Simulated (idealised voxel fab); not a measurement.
The document below concerns the process module designated voxel transistor to metal.
Shown is cross-section cut, with a width of 205 nm and square cells of size 5 nm.
Think of the cross-section as a grid of square cells. We describe it in bands, top to bottom, and each band covers one or more rows of those cells. The entry gives the band's vertical extent as a top height and a bottom height in nm, then its horizontal make-up as materials from left to right, each with a width in nm. "empty" stands for empty space; a single material marked "everywhere" fills the band edge to edge. Where do heights start? At 0: under that level the wafer as delivered is made of one material only. And the lowest band has no floor; it just carries on downward, as in "0 -> down". So if you see something like "30->40" for the width, read it as the top row of the band sitting at the first number and the bottom row at the second, with every row in between moving by the same amount as the last. Step note "no change" = no cross-section cell changed. "Trapped cavities" means: voids of 8 cells or more that are shut off from the top with no open way through. Written width x height at distance, distance from the left edge, in nm. Read whatever lies past the settings on a step's line as the simulator's own remark about the step. The optional step-line setting "overlay nm" applies to steps with a mask and quantifies how far to the right of its planned location the mask lay, a negative value indicating leftward placement.
# Below is the list of planned process steps
1) RECEIVE,material Si
2) CONFORMAL_DEP,material SiO2,thk nm 5
3) CONFORMAL_DEP,material SiN,thk nm 10
4) DIRECTIONAL_DEP,material aC,thk nm 10
5) PATTERN,tone cover,mask id ACTIVE,material resist,width nm 120,thk nm 30,overlay nm 0
6) DIRECTIONAL_ETCH,etch materials aC,depth nm 10
7) STRIP,etch materials resist
8) DIRECTIONAL_ETCH,etch materials SiN,depth nm 10
9) DIRECTIONAL_ETCH,etch materials SiO2,depth nm 5
10) DIRECTIONAL_ETCH,etch materials Si,depth nm 30
11) STRIP,etch materials aC
12) FILL_DEP,material SiO2,thk nm 10
13) CMP,height nm 15
14) SELECTIVE_ETCH,etch materials SiO2,depth nm 5
15) STRIP,etch materials SiN
16) SELECTIVE_ETCH,etch materials SiO2,depth nm 5
17) OXIDIZE,depth nm 5
18) DIRECTIONAL_DEP,material polySi,thk nm 30
19) DIRECTIONAL_DEP,material SiCN,thk nm 15
20) MASKED_ETCH,tone cover,mask id GATE,width nm 20,etch materials SiCN,depth nm 25,overlay nm 0
21) MASKED_ETCH,tone cover,mask id GATE,width nm 20,etch materials polySi,depth nm 40,overlay nm 0
22) CONFORMAL_DEP,material SiN,thk nm 5
23) DIRECTIONAL_ETCH,etch materials SiN,depth nm 5
24) DIRECTIONAL_ETCH,etch materials SiO2,depth nm 5
25) DIRECTIONAL_ETCH,etch materials Si,depth nm 5
26) EPI,material SiGe,thk nm 10
27) FILL_DEP,material SiO2,thk nm 5
28) CMP,height nm 45
29) DIRECTIONAL_DEP,material SiO2,thk nm 10
30) PATTERN,tone open,mask id CONTACT,material resist,width nm 20,pitch nm 80,thk nm 20,overlay nm 0
31) DIRECTIONAL_ETCH,etch materials SiO2,depth nm 55
32) STRIP,etch materials resist
33) CONFORMAL_DEP,material TiN,thk nm 5
34) FILL_DEP,material W,thk nm 10
35) CMP,height nm 55
36) DIRECTIONAL_DEP,material TiN,thk nm 5
37) DIRECTIONAL_DEP,material W,thk nm 15
38) DIRECTIONAL_DEP,material aC,thk nm 10
39) PATTERN,tone cover,mask id METAL_1,material resist,width nm 20,pitch nm 80,thk nm 30,overlay nm 0
40) DIRECTIONAL_ETCH,etch materials aC,depth nm 10
41) STRIP,etch materials resist
42) DIRECTIONAL_ETCH,etch materials W,depth nm 15
43) DIRECTIONAL_ETCH,etch materials TiN,depth nm 5
44) STRIP,etch materials aC
45) CONFORMAL_DEP,material SiN,thk nm 5
46) FILL_DEP,material SiO2,thk nm 10
47) CMP,height nm 75
48) CONFORMAL_DEP,material SiCN,thk nm 5
49) DIRECTIONAL_DEP,material SiO2,thk nm 30
50) MASKED_ETCH,tone open,mask id METAL_2_HOLES,width nm 15,pitch nm 80,etch materials SiO2,depth nm 30,overlay nm 0
51) PATTERN,tone open,mask id METAL_2,material resist,width nm 20,pitch nm 80,thk nm 15,overlay nm 0
52) DIRECTIONAL_ETCH,etch materials SiO2,depth nm 20
53) DIRECTIONAL_ETCH,etch materials SiCN,depth nm 5
54) STRIP,etch materials resist
55) CONFORMAL_DEP,material TiN,thk nm 5
56) FILL_DEP,material Cu,thk nm 5
57) CMP,height nm 110
58) CONFORMAL_DEP,material SiCN,thk nm 5
# The first of two wafers, run as planned
# Wafer cross-section on receipt, i.e. after step 1
* 0 -> down = Si everywhere
* Trapped cavities: none
# Cross-sectional representation of the wafer at the conclusion of step 2
* 5 -> 0 = SiO2 everywhere
* Anything lower than 0 is untouched.
# Cross-sectional representation of the wafer at the conclusion of step 3
* 15 -> 5 = SiN everywhere
* Anything lower than 5 is untouched.
# Cross-sectional representation of the wafer at the conclusion of step 4
* 25 -> 15 = aC everywhere
* Anything lower than 15 is untouched.
# Cross-sectional representation of the wafer at the conclusion of step 5
* 55 -> 25 = empty: 40, then resist: 120, then empty: 45
* Anything lower than 25 is untouched.
# Cross-sectional representation of the wafer at the conclusion of step 6
* 45 -> 25 = empty: 40, then resist: 120, then empty: 45
* 25 -> 15 = empty: 40, then aC: 120, then empty: 45
* Anything lower than 15 is untouched.
# Cross-sectional representation of the wafer at the conclusion of step 7
* 25 -> 15 = empty: 40, then aC: 120, then empty: 45
* Anything lower than 15 is untouched.
# Cross-sectional representation of the wafer at the conclusion of step 8
* 25 -> 15 = empty: 40, then aC: 120, then empty: 45
* 15 -> 5 = empty: 40, then SiN: 120, then empty: 45
* Anything lower than 5 is untouched.
# Cross-sectional representation of the wafer at the conclusion of step 9
* 25 -> 15 = empty: 40, then aC: 120, then empty: 45
* 15 -> 5 = empty: 40, then SiN: 120, then empty: 45
* 5 -> 0 = empty: 40, then SiO2: 120, then empty: 45
* Anything lower than 0 is untouched.
# Cross-sectional representation of the wafer at the conclusion of step 10
* 25 -> 15 = empty: 40, then aC: 120, then empty: 45
* 15 -> 5 = empty: 40, then SiN: 120, then empty: 45
* 5 -> 0 = empty: 40, then SiO2: 120, then empty: 45
* 0 -> -30 = empty: 40, then Si: 120, then empty: 45
* Anything lower than -30 is untouched.
# Cross-sectional representation of the wafer at the conclusion of step 11
* 15 -> 5 = empty: 40, then SiN: 120, then empty: 45
* Anything lower than 5 is untouched.
# Cross-sectional representation of the wafer at the conclusion of step 12
* 25 -> 15 = SiO2 everywhere
* 15 -> 5 = SiO2: 40, then SiN: 120, then SiO2: 45
* 5 -> 0 = SiO2 everywhere
* 0 -> -30 = SiO2: 40, then Si: 120, then SiO2: 45
* Anything lower than -30 is untouched.
# Cross-sectional representation of the wafer at the conclusion of step 13
* 15 -> 5 = SiO2: 40, then SiN: 120, then SiO2: 45
* Anything lower than 5 is untouched.
# Cross-sectional representation of the wafer at the conclusion of step 14
* 15 -> 10 = empty: 40, then SiN: 120, then empty: 45
* Anything lower than 10 is untouched.
# Cross-sectional representation of the wafer at the conclusion of step 15
* 10 -> 5 = SiO2: 40, then empty: 120, then SiO2: 45
* Anything lower than 5 is untouched.
# Cross-sectional representation of the wafer at the conclusion of step 16
* 5 -> 0 = SiO2: 35, then empty: 130, then SiO2: 40
* Anything lower than 0 is untouched.
# Cross-sectional representation of the wafer at the conclusion of step 17
* 5 -> 0 = SiO2: 35, then empty: 130, then SiO2: 40
* 0 -> -5 = SiO2 everywhere
* Anything lower than -5 is untouched.
# Cross-sectional representation of the wafer at the conclusion of step 18
* 35 -> 30 = polySi: 35, then empty: 130, then polySi: 40
* 30 -> 5 = polySi everywhere
* 5 -> 0 = SiO2: 35, then polySi: 130, then SiO2: 40
* Anything lower than 0 is untouched.
# Cross-sectional representation of the wafer at the conclusion of step 19
* 50 -> 45 = SiCN: 35, then empty: 130, then SiCN: 40
* 45 -> 35 = SiCN everywhere
* 35 -> 30 = polySi: 35, then SiCN: 130, then polySi: 40
* Anything lower than 30 is untouched.
# Cross-sectional representation of the wafer at the conclusion of step 20
* 45 -> 35 = empty: 90, then SiCN: 20, then empty: 95
* 35 -> 30 = polySi: 35, then empty: 55, then SiCN: 20, then empty: 55, then polySi: 40
* Anything lower than 30 is untouched.
# Cross-sectional representation of the wafer at the conclusion of step 21
* 45 -> 30 = empty: 90, then SiCN: 20, then empty: 95
* 30 -> 5 = empty: 90, then polySi: 20, then empty: 95
* 5 -> 0 = SiO2: 35, then empty: 55, then polySi: 20, then empty: 55, then SiO2: 40
* Anything lower than 0 is untouched.
# Cross-sectional representation of the wafer at the conclusion of step 22
* 50 -> 45 = empty: 85, then SiN: 30, then empty: 90
* 45 -> 30 = empty: 85, then SiN: 5, then SiCN: 20, then SiN: 5, then empty: 90
* 30 -> 10 = empty: 85, then SiN: 5, then polySi: 20, then SiN: 5, then empty: 90
* 10 -> 5 = SiN: 40, then empty: 45, then SiN: 5, then polySi: 20, then SiN: 5, then empty: 45, then SiN: 45
* 5 -> 0 = SiO2: 35, then SiN: 55, then polySi: 20, then SiN: 55, then SiO2: 40
* Anything lower than 0 is untouched.
# Cross-sectional representation of the wafer at the conclusion of step 23
* 45 -> 30 = empty: 85, then SiN: 5, then SiCN: 20, then SiN: 5, then empty: 90
* 30 -> 5 = empty: 85, then SiN: 5, then polySi: 20, then SiN: 5, then empty: 90
* 5 -> 0 = SiO2: 35, then SiN: 5, then empty: 45, then SiN: 5, then polySi: 20, then SiN: 5, then empty: 45, then SiN: 5, then SiO2: 40
* Anything lower than 0 is untouched.
# Cross-sectional representation of the wafer at the conclusion of step 24
* 45 -> 30 = empty: 85, then SiN: 5, then SiCN: 20, then SiN: 5, then empty: 90
* 30 -> 5 = empty: 85, then SiN: 5, then polySi: 20, then SiN: 5, then empty: 90
* 5 -> 0 = empty: 35, then SiN: 5, then empty: 45, then SiN: 5, then polySi: 20, then SiN: 5, then empty: 45, then SiN: 5, then empty: 40
* 0 -> -5 = SiO2: 40, then empty: 45, then SiO2: 30, then empty: 45, then SiO2: 45
* Anything lower than -5 is untouched.
# Cross-sectional representation of the wafer at the conclusion of step 25
* 45 -> 30 = empty: 85, then SiN: 5, then SiCN: 20, then SiN: 5, then empty: 90
* 30 -> 5 = empty: 85, then SiN: 5, then polySi: 20, then SiN: 5, then empty: 90
* 5 -> 0 = empty: 35, then SiN: 5, then empty: 45, then SiN: 5, then polySi: 20, then SiN: 5, then empty: 45, then SiN: 5, then empty: 40
* 0 -> -5 = SiO2: 40, then empty: 45, then SiO2: 30, then empty: 45, then SiO2: 45
* -5 -> -10 = SiO2: 40, then empty: 45, then Si: 30, then empty: 45, then SiO2: 45
* Anything lower than -10 is untouched.
# Cross-sectional representation of the wafer at the conclusion of step 26
* 45 -> 30 = empty: 85, then SiN: 5, then SiCN: 20, then SiN: 5, then empty: 90
* 30 -> 5 = empty: 85, then SiN: 5, then polySi: 20, then SiN: 5, then empty: 90
* 5 -> 0 = empty: 35, then SiN: 5, then empty: 35, then SiGe: 10, then SiN: 5, then polySi: 20, then SiN: 5, then SiGe: 10, then empty: 35, then SiN: 5, then empty: 40
* 0 -> -5 = SiO2: 40, then SiGe: 45, then SiO2: 30, then SiGe: 45, then SiO2: 45
* -5 -> -10 = SiO2: 40, then SiGe: 45, then Si: 30, then SiGe: 45, then SiO2: 45
* Anything lower than -10 is untouched.
# Cross-sectional representation of the wafer at the conclusion of step 27
* 50 -> 45 = SiO2 everywhere
* 45 -> 30 = SiO2: 85, then SiN: 5, then SiCN: 20, then SiN: 5, then SiO2: 90
* 30 -> 5 = SiO2: 85, then SiN: 5, then polySi: 20, then SiN: 5, then SiO2: 90
* 5 -> 0 = SiO2: 35, then SiN: 5, then SiO2: 35, then SiGe: 10, then SiN: 5, then polySi: 20, then SiN: 5, then SiGe: 10, then SiO2: 35, then SiN: 5, then SiO2: 40
* Anything lower than 0 is untouched.
# Cross-sectional representation of the wafer at the conclusion of step 28
* 45 -> 30 = SiO2: 85, then SiN: 5, then SiCN: 20, then SiN: 5, then SiO2: 90
* Anything lower than 30 is untouched.
# Cross-sectional representation of the wafer at the conclusion of step 29
* 55 -> 45 = SiO2 everywhere
* Anything lower than 45 is untouched.
# Cross-sectional representation of the wafer at the conclusion of step 30
* 75 -> 55 = resist: 50, then empty: 20, then resist: 60, then empty: 20, then resist: 55
* Anything lower than 55 is untouched.
# Cross-sectional representation of the wafer at the conclusion of step 31
* 75 -> 55 = resist: 50, then empty: 20, then resist: 60, then empty: 20, then resist: 55
* 55 -> 45 = SiO2: 50, then empty: 20, then SiO2: 60, then empty: 20, then SiO2: 55
* 45 -> 30 = SiO2: 50, then empty: 20, then SiO2: 15, then SiN: 5, then SiCN: 20, then SiN: 5, then SiO2: 15, then empty: 20, then SiO2: 55
* 30 -> 5 = SiO2: 50, then empty: 20, then SiO2: 15, then SiN: 5, then polySi: 20, then SiN: 5, then SiO2: 15, then empty: 20, then SiO2: 55
* 5 -> 0 = SiO2: 35, then SiN: 5, then SiO2: 10, then empty: 20, then SiO2: 5, then SiGe: 10, then SiN: 5, then polySi: 20, then SiN: 5, then SiGe: 10, then SiO2: 5, then empty: 20, then SiO2: 10, then SiN: 5, then SiO2: 40
* Anything lower than 0 is untouched.
# Cross-sectional representation of the wafer at the conclusion of step 32
* 55 -> 45 = SiO2: 50, then empty: 20, then SiO2: 60, then empty: 20, then SiO2: 55
* Anything lower than 45 is untouched.
# Cross-sectional representation of the wafer at the conclusion of step 33
* 60 -> 55 = TiN: 55, then empty: 10, then TiN: 70, then empty: 10, then TiN: 60
* 55 -> 45 = SiO2: 50, then TiN: 5, then empty: 10, then TiN: 5, then SiO2: 60, then TiN: 5, then empty: 10, then TiN: 5, then SiO2: 55
* 45 -> 30 = SiO2: 50, then TiN: 5, then empty: 10, then TiN: 5, then SiO2: 15, then SiN: 5, then SiCN: 20, then SiN: 5, then SiO2: 15, then TiN: 5, then empty: 10, then TiN: 5, then SiO2: 55
* 30 -> 5 = SiO2: 50, then TiN: 5, then empty: 10, then TiN: 5, then SiO2: 15, then SiN: 5, then polySi: 20, then SiN: 5, then SiO2: 15, then TiN: 5, then empty: 10, then TiN: 5, then SiO2: 55
* 5 -> 0 = SiO2: 35, then SiN: 5, then SiO2: 10, then TiN: 20, then SiO2: 5, then SiGe: 10, then SiN: 5, then polySi: 20, then SiN: 5, then SiGe: 10, then SiO2: 5, then TiN: 20, then SiO2: 10, then SiN: 5, then SiO2: 40
* Anything lower than 0 is untouched.
# Cross-sectional representation of the wafer at the conclusion of step 34
* 70 -> 60 = W everywhere
* 60 -> 55 = TiN: 55, then W: 10, then TiN: 70, then W: 10, then TiN: 60
* 55 -> 45 = SiO2: 50, then TiN: 5, then W: 10, then TiN: 5, then SiO2: 60, then TiN: 5, then W: 10, then TiN: 5, then SiO2: 55
* 45 -> 30 = SiO2: 50, then TiN: 5, then W: 10, then TiN: 5, then SiO2: 15, then SiN: 5, then SiCN: 20, then SiN: 5, then SiO2: 15, then TiN: 5, then W: 10, then TiN: 5, then SiO2: 55
* 30 -> 5 = SiO2: 50, then TiN: 5, then W: 10, then TiN: 5, then SiO2: 15, then SiN: 5, then polySi: 20, then SiN: 5, then SiO2: 15, then TiN: 5, then W: 10, then TiN: 5, then SiO2: 55
* Anything lower than 5 is untouched.
# Cross-sectional representation of the wafer at the conclusion of step 35
* 55 -> 45 = SiO2: 50, then TiN: 5, then W: 10, then TiN: 5, then SiO2: 60, then TiN: 5, then W: 10, then TiN: 5, then SiO2: 55
* Anything lower than 45 is untouched.
# Cross-sectional representation of the wafer at the conclusion of step 36
* 60 -> 55 = TiN everywhere
* Anything lower than 55 is untouched.
# Cross-sectional representation of the wafer at the conclusion of step 37
* 75 -> 60 = W everywhere
* Anything lower than 60 is untouched.
# Cross-sectional representation of the wafer at the conclusion of step 38
* 85 -> 75 = aC everywhere
* Anything lower than 75 is untouched.
# Cross-sectional representation of the wafer at the conclusion of step 39
* 115 -> 85 = empty: 50, then resist: 20, then empty: 60, then resist: 20, then empty: 55
* Anything lower than 85 is untouched.
# Cross-sectional representation of the wafer at the conclusion of step 40
* 105 -> 85 = empty: 50, then resist: 20, then empty: 60, then resist: 20, then empty: 55
* 85 -> 75 = empty: 50, then aC: 20, then empty: 60, then aC: 20, then empty: 55
* Anything lower than 75 is untouched.
# Cross-sectional representation of the wafer at the conclusion of step 41
* 85 -> 75 = empty: 50, then aC: 20, then empty: 60, then aC: 20, then empty: 55
* Anything lower than 75 is untouched.
# Cross-sectional representation of the wafer at the conclusion of step 42
* 85 -> 75 = empty: 50, then aC: 20, then empty: 60, then aC: 20, then empty: 55
* 75 -> 60 = empty: 50, then W: 20, then empty: 60, then W: 20, then empty: 55
* Anything lower than 60 is untouched.
# Cross-sectional representation of the wafer at the conclusion of step 43
* 85 -> 75 = empty: 50, then aC: 20, then empty: 60, then aC: 20, then empty: 55
* 75 -> 60 = empty: 50, then W: 20, then empty: 60, then W: 20, then empty: 55
* 60 -> 55 = empty: 50, then TiN: 20, then empty: 60, then TiN: 20, then empty: 55
* Anything lower than 55 is untouched.
# Cross-sectional representation of the wafer at the conclusion of step 44
* 75 -> 60 = empty: 50, then W: 20, then empty: 60, then W: 20, then empty: 55
* Anything lower than 60 is untouched.
# Cross-sectional representation of the wafer at the conclusion of step 45
* 80 -> 75 = empty: 45, then SiN: 30, then empty: 50, then SiN: 30, then empty: 50
* 75 -> 60 = empty: 45, then SiN: 5, then W: 20, then SiN: 5, then empty: 50, then SiN: 5, then W: 20, then SiN: 5, then empty: 50
* 60 -> 55 = SiN: 50, then TiN: 20, then SiN: 60, then TiN: 20, then SiN: 55
* Anything lower than 55 is untouched.
# Cross-sectional representation of the wafer at the conclusion of step 46
* 90 -> 80 = SiO2 everywhere
* 80 -> 75 = SiO2: 45, then SiN: 30, then SiO2: 50, then SiN: 30, then SiO2: 50
* 75 -> 60 = SiO2: 45, then SiN: 5, then W: 20, then SiN: 5, then SiO2: 50, then SiN: 5, then W: 20, then SiN: 5, then SiO2: 50
* Anything lower than 60 is untouched.
# Cross-sectional representation of the wafer at the conclusion of step 47
* 75 -> 60 = SiO2: 45, then SiN: 5, then W: 20, then SiN: 5, then SiO2: 50, then SiN: 5, then W: 20, then SiN: 5, then SiO2: 50
* Anything lower than 60 is untouched.
# Cross-sectional representation of the wafer at the conclusion of step 48
* 80 -> 75 = SiCN everywhere
* Anything lower than 75 is untouched.
# Cross-sectional representation of the wafer at the conclusion of step 49
* 110 -> 80 = SiO2 everywhere
* Anything lower than 80 is untouched.
# Cross-sectional representation of the wafer at the conclusion of step 50
* 110 -> 80 = SiO2: 50, then empty: 15, then SiO2: 65, then empty: 15, then SiO2: 60
* Anything lower than 80 is untouched.
# Cross-sectional representation of the wafer at the conclusion of step 51
* 125 -> 110 = resist: 50, then empty: 20, then resist: 60, then empty: 20, then resist: 55
* Anything lower than 110 is untouched.
# Cross-sectional representation of the wafer at the conclusion of step 52
* 125 -> 110 = resist: 50, then empty: 20, then resist: 60, then empty: 20, then resist: 55
* 110 -> 90 = SiO2: 50, then empty: 20, then SiO2: 60, then empty: 20, then SiO2: 55
* Anything lower than 90 is untouched.
# Cross-sectional representation of the wafer at the conclusion of step 53
* 125 -> 110 = resist: 50, then empty: 20, then resist: 60, then empty: 20, then resist: 55
* 110 -> 90 = SiO2: 50, then empty: 20, then SiO2: 60, then empty: 20, then SiO2: 55
* 90 -> 80 = SiO2: 50, then empty: 15, then SiO2: 65, then empty: 15, then SiO2: 60
* 80 -> 75 = SiCN: 50, then empty: 15, then SiCN: 65, then empty: 15, then SiCN: 60
* Anything lower than 75 is untouched.
# Cross-sectional representation of the wafer at the conclusion of step 54
* 110 -> 90 = SiO2: 50, then empty: 20, then SiO2: 60, then empty: 20, then SiO2: 55
* Anything lower than 90 is untouched.
# Cross-sectional representation of the wafer at the conclusion of step 55
* 115 -> 110 = TiN: 55, then empty: 10, then TiN: 70, then empty: 10, then TiN: 60
* 110 -> 95 = SiO2: 50, then TiN: 5, then empty: 10, then TiN: 5, then SiO2: 60, then TiN: 5, then empty: 10, then TiN: 5, then SiO2: 55
* 95 -> 90 = SiO2: 50, then TiN: 5, then empty: 5, then TiN: 10, then SiO2: 60, then TiN: 5, then empty: 5, then TiN: 10, then SiO2: 55
* 90 -> 80 = SiO2: 50, then TiN: 5, then empty: 5, then TiN: 5, then SiO2: 65, then TiN: 5, then empty: 5, then TiN: 5, then SiO2: 60
* 80 -> 75 = SiCN: 50, then TiN: 15, then SiCN: 65, then TiN: 15, then SiCN: 60
* Anything lower than 75 is untouched.
# Cross-sectional representation of the wafer at the conclusion of step 56
* 120 -> 115 = Cu everywhere
* 115 -> 110 = TiN: 55, then Cu: 10, then TiN: 70, then Cu: 10, then TiN: 60
* 110 -> 95 = SiO2: 50, then TiN: 5, then Cu: 10, then TiN: 5, then SiO2: 60, then TiN: 5, then Cu: 10, then TiN: 5, then SiO2: 55
* 95 -> 90 = SiO2: 50, then TiN: 5, then Cu: 5, then TiN: 10, then SiO2: 60, then TiN: 5, then Cu: 5, then TiN: 10, then SiO2: 55
* 90 -> 80 = SiO2: 50, then TiN: 5, then Cu: 5, then TiN: 5, then SiO2: 65, then TiN: 5, then Cu: 5, then TiN: 5, then SiO2: 60
* Anything lower than 80 is untouched.
# Cross-sectional representation of the wafer at the conclusion of step 57
* 110 -> 95 = SiO2: 50, then TiN: 5, then Cu: 10, then TiN: 5, then SiO2: 60, then TiN: 5, then Cu: 10, then TiN: 5, then SiO2: 55
* Anything lower than 95 is untouched.
# Cross-sectional representation of the wafer at the conclusion of step 58
* 115 -> 110 = SiCN everywhere
* Anything lower than 110 is untouched.
# For the second wafer, take the first wafer's start and plan, then add one mistake made in running it; everything through step 55, that step included, is shared with the first
# What the second wafer looks like in cross-section when step 56 should have wrapped up
* 120 -> 115 = W everywhere
* 115 -> 110 = TiN: 55, then W: 10, then TiN: 70, then W: 10, then TiN: 60
* 110 -> 95 = SiO2: 50, then TiN: 5, then W: 10, then TiN: 5, then SiO2: 60, then TiN: 5, then W: 10, then TiN: 5, then SiO2: 55
* 95 -> 90 = SiO2: 50, then TiN: 5, then W: 5, then TiN: 10, then SiO2: 60, then TiN: 5, then W: 5, then TiN: 10, then SiO2: 55
* 90 -> 80 = SiO2: 50, then TiN: 5, then W: 5, then TiN: 5, then SiO2: 65, then TiN: 5, then W: 5, then TiN: 5, then SiO2: 60
* Anything lower than 80 is untouched.
# What the second wafer looks like in cross-section when step 57 should have wrapped up
* 110 -> 95 = SiO2: 50, then TiN: 5, then W: 10, then TiN: 5, then SiO2: 60, then TiN: 5, then W: 10, then TiN: 5, then SiO2: 55
* Anything lower than 95 is untouched.
# What the second wafer looks like in cross-section when step 58 should have wrapped up
* 115 -> 110 = SiCN everywhere
* Anything lower than 110 is untouched.
Where did the run depart from the plan? step 56 ran as: FILL_DEP,material W,thk nm 5
at the end the second wafer has, in cells: -18 Cu; +18 W
